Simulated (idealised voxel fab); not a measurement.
Process module, titled voxel trench capacitor
210 nm wide, 5 nm square cells: that's cross-section cut.
If you're reading a cross-section in this doc, picture square cells in a grid; it comes to you as bands, top ones listed first down to the bottom, and a band can be one or more rows of cells. Top, bottom (nm), then materials left to right with widths (nm); lone material tagged "throughout" fills the whole band edge to edge; "air" = empty space. Beneath 0, the wafer as received is one material, and that level is where height counting begins. The lowest band goes on downward without a bottom; it is written like "0 -> down". A width given as "30..40" starts at the first number in the band's top row and ends at the second number in its bottom row, shifting by an equal amount at every step from row to row. Basically "left unchanged" means that step didn't change any cell in the cross-section. The entry "Fully sealed voids" lists the empty spaces that cover at least 8 cells and have no open path to the top. Each is written as width x height at distance, where the distance is measured from the left edge and all three values are in nm. If you see something after the settings on a step's line, that's the simulator's own remark about that step. The setting "overlay nm" may be written on the line of a step. When the step uses a mask, the value reports how far to the right of the planned place the mask lay, and a negative value reports that it lay to the left.

Below is the list of planned process steps
step 1: RECEIVE with material Si
step 2: CONFORMAL_DEP with material SiN, thk nm 10
step 3: DIRECTIONAL_DEP with material aC, thk nm 10
step 4: PATTERN with tone open, mask id TRENCH, material resist, width nm 25, pitch nm 50, thk nm 25, overlay nm 0
step 5: DIRECTIONAL_ETCH with etch materials aC, depth nm 10
step 6: STRIP with etch materials resist
step 7: DIRECTIONAL_ETCH with etch materials SiN, depth nm 10
step 8: DIRECTIONAL_ETCH with etch materials Si, depth nm 30
step 9: STRIP with etch materials aC
step 10: CONFORMAL_DEP with material SiO2, thk nm 5
step 11: FILL_DEP with material polySi, thk nm 5
step 12: CMP with height nm 10

Wafer, first of two, run as planned

as received, after step 1
  0 -> down  Si throughout
  Fully sealed voids: none

Step 2 done - wafer cross-section
  10 -> 0  SiN throughout
  At heights below 0, the structure remains unaltered.

Step 3 done - wafer cross-section
  20 -> 10  aC throughout
  At heights below 10, the structure remains unaltered.

Step 4 done - wafer cross-section
  45 -> 20  resist=15  air=25  resist=25  air=25  resist=25  air=25  resist=25  air=25  resist=20
  At heights below 20, the structure remains unaltered.

Step 5 done - wafer cross-section
  35 -> 20  resist=15  air=25  resist=25  air=25  resist=25  air=25  resist=25  air=25  resist=20
  20 -> 10  aC=15  air=25  aC=25  air=25  aC=25  air=25  aC=25  air=25  aC=20
  At heights below 10, the structure remains unaltered.

Step 6 done - wafer cross-section
  20 -> 10  aC=15  air=25  aC=25  air=25  aC=25  air=25  aC=25  air=25  aC=20
  At heights below 10, the structure remains unaltered.

Step 7 done - wafer cross-section
  20 -> 10  aC=15  air=25  aC=25  air=25  aC=25  air=25  aC=25  air=25  aC=20
  10 -> 0  SiN=15  air=25  SiN=25  air=25  SiN=25  air=25  SiN=25  air=25  SiN=20
  At heights below 0, the structure remains unaltered.

Step 8 done - wafer cross-section
  20 -> 10  aC=15  air=25  aC=25  air=25  aC=25  air=25  aC=25  air=25  aC=20
  10 -> 0  SiN=15  air=25  SiN=25  air=25  SiN=25  air=25  SiN=25  air=25  SiN=20
  0 -> -30  Si=15  air=25  Si=25  air=25  Si=25  air=25  Si=25  air=25  Si=20
  At heights below -30, the structure remains unaltered.

Step 9 done - wafer cross-section
  10 -> 0  SiN=15  air=25  SiN=25  air=25  SiN=25  air=25  SiN=25  air=25  SiN=20
  At heights below 0, the structure remains unaltered.

Step 10 done - wafer cross-section
  15 -> 10  SiO2=20  air=15  SiO2=35  air=15  SiO2=35  air=15  SiO2=35  air=15  SiO2=25
  10 -> 0  SiN=15  SiO2=5  air=15  SiO2=5  SiN=25  SiO2=5  air=15  SiO2=5  SiN=25  SiO2=5  air=15  SiO2=5  SiN=25  SiO2=5  air=15  SiO2=5  SiN=20
  0 -> -25  Si=15  SiO2=5  air=15  SiO2=5  Si=25  SiO2=5  air=15  SiO2=5  Si=25  SiO2=5  air=15  SiO2=5  Si=25  SiO2=5  air=15  SiO2=5  Si=20
  -25 -> -30  Si=15  SiO2=25  Si=25  SiO2=25  Si=25  SiO2=25  Si=25  SiO2=25  Si=20
  At heights below -30, the structure remains unaltered.

Step 11 done - wafer cross-section
  20 -> 15  polySi throughout
  15 -> 10  SiO2=20  polySi=15  SiO2=35  polySi=15  SiO2=35  polySi=15  SiO2=35  polySi=15  SiO2=25
  10 -> 0  SiN=15  SiO2=5  polySi=15  SiO2=5  SiN=25  SiO2=5  polySi=15  SiO2=5  SiN=25  SiO2=5  polySi=15  SiO2=5  SiN=25  SiO2=5  polySi=15  SiO2=5  SiN=20
  0 -> -25  Si=15  SiO2=5  polySi=15  SiO2=5  Si=25  SiO2=5  polySi=15  SiO2=5  Si=25  SiO2=5  polySi=15  SiO2=5  Si=25  SiO2=5  polySi=15  SiO2=5  Si=20
  At heights below -25, the structure remains unaltered.

Step 12 done - wafer cross-section
  10 -> 0  SiN=15  SiO2=5  polySi=15  SiO2=5  SiN=25  SiO2=5  polySi=15  SiO2=5  SiN=25  SiO2=5  polySi=15  SiO2=5  SiN=25  SiO2=5  polySi=15  SiO2=5  SiN=20
  At heights below 0, the structure remains unaltered.

Wafer two. Identical start, identical plan. One mistake in execution. Identical history through step 11

Cross-section: second wafer, time at which step 12 was scheduled to end
  5 -> 0  SiN=15  SiO2=5  polySi=15  SiO2=5  SiN=25  SiO2=5  polySi=15  SiO2=5  SiN=25  SiO2=5  polySi=15  SiO2=5  SiN=25  SiO2=5  polySi=15  SiO2=5  SiN=20
  At heights below 0, the structure remains unaltered.
Nonconformance to the process plan: in deviation from the planned setting, step 12 was conducted as CMP with height nm 5
End of process, cell counts, second wafer against first, materials with more or fewer: -22 SiN, -8 SiO2, -12 polySi
